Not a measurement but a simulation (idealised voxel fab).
Proc. module: voxel self aligned vias
We display cut, a cross-section 150 nm in width whose square cells are each 5 nm.
Square cells in a grid make up a cross-section in this document, and the grid is given as bands, listed from the top down, each one or more rows of cells. Per band: top height and bottom height in nm, followed by the left-to-right materials and their widths in nm; "edge to edge" marks a single material spanning edge to edge, "empty" marks empty space. Height 0 is the level under which the wafer as received is all one material. The lowest band goes on downwards, as in "0 down". With a width like "30..40", each row of cells in the band differs from the next by the same amount, the top row carrying the first number and the bottom row the second. "everything unchanged" -> step changed no cross-section cell. Entry "Closed void table". Content: empty spaces with no open connection to the top, size 8 cells or greater. Each: width x height at distance. Distance: from left edge. Unit: nm. On each step's line, the part that comes after the settings is the simulator's own comment on the step. Steps that use a mask can have "overlay nm" on their line. It says how far the mask sat to the right of where it was meant to be. Negative means to the left.
## The process steps that were planned are listed below
| 1 | RECEIVE, material Si |
| 2 | CONFORMAL_DEP, material SiO2, thk nm 10 |
| 3 | CONFORMAL_DEP, material SiCN, thk nm 5 |
| 4 | DIRECTIONAL_DEP, material lowk, thk nm 20 |
| 5 | DIRECTIONAL_DEP, material aC, thk nm 15 |
| 6 | PATTERN, tone open, mask id LINES, material resist, width nm 30, pitch nm 65, thk nm 30, overlay nm 0 |
| 7 | DIRECTIONAL_ETCH, etch materials aC, depth nm 15 |
| 8 | STRIP, etch materials resist |
| 9 | DIRECTIONAL_ETCH, etch materials lowk, depth nm 20 |
| 10 | STRIP, etch materials aC |
| 11 | CONFORMAL_DEP, material TiN, thk nm 5 |
| 12 | FILL_DEP, material Ru, thk nm 10 |
| 13 | CMP, height nm 35 |
| 14 | SELECTIVE_ETCH, etch materials W Ru TiN, depth nm 10 |
| 15 | FILL_DEP, material SiN, thk nm 10 |
| 16 | CMP, height nm 35 |
| 17 | DIRECTIONAL_DEP, material lowk, thk nm 20 |
| 18 | PATTERN, tone open, mask id VIAS, material resist, width nm 40, thk nm 20, overlay nm 0 |
| 19 | DIRECTIONAL_ETCH, etch materials lowk, depth nm 20 |
| 20 | DIRECTIONAL_ETCH, etch materials SiN, depth nm 10 |
| 21 | STRIP, etch materials resist |
| 22 | CONFORMAL_DEP, material TiN, thk nm 5 |
| 23 | FILL_DEP, material Ru, thk nm 10 |
| 24 | CMP, height nm 55 |
| 25 | CONFORMAL_DEP, material SiN, thk nm 5 |
## Delivered wafer in cross-section: state after step 1
  0 down = Si edge to edge
  Closed void table: none
## Same starting wafer, same plan as above, one mistake in the execution; this is the cross-section at the end of the module
  60 to 55 = SiN edge to edge
  55 to 35 = 20 of lowk | 5 of TiN | 30 of Ru | 5 of TiN | 90 of lowk
  35 to 30 = 20 of SiN | 10 of TiN | 20 of Ru | 10 of TiN | 90 of SiN
  30 to 25 = 25 of lowk | 30 of TiN | 35 of lowk | 30 of SiN | 30 of lowk
  25 to 15 = 25 of lowk | 5 of TiN | 20 of Ru | 5 of TiN | 35 of lowk | 5 of TiN | 20 of Ru | 5 of TiN | 30 of lowk
  15 to 10 = 25 of lowk | 30 of TiN | 35 of lowk | 30 of TiN | 30 of lowk
  10 to 0 = SiO2 edge to edge
  0 down = Si edge to edge
  Closed void table: none
Processing error: step 3 of the plan never got run, it was skipped over
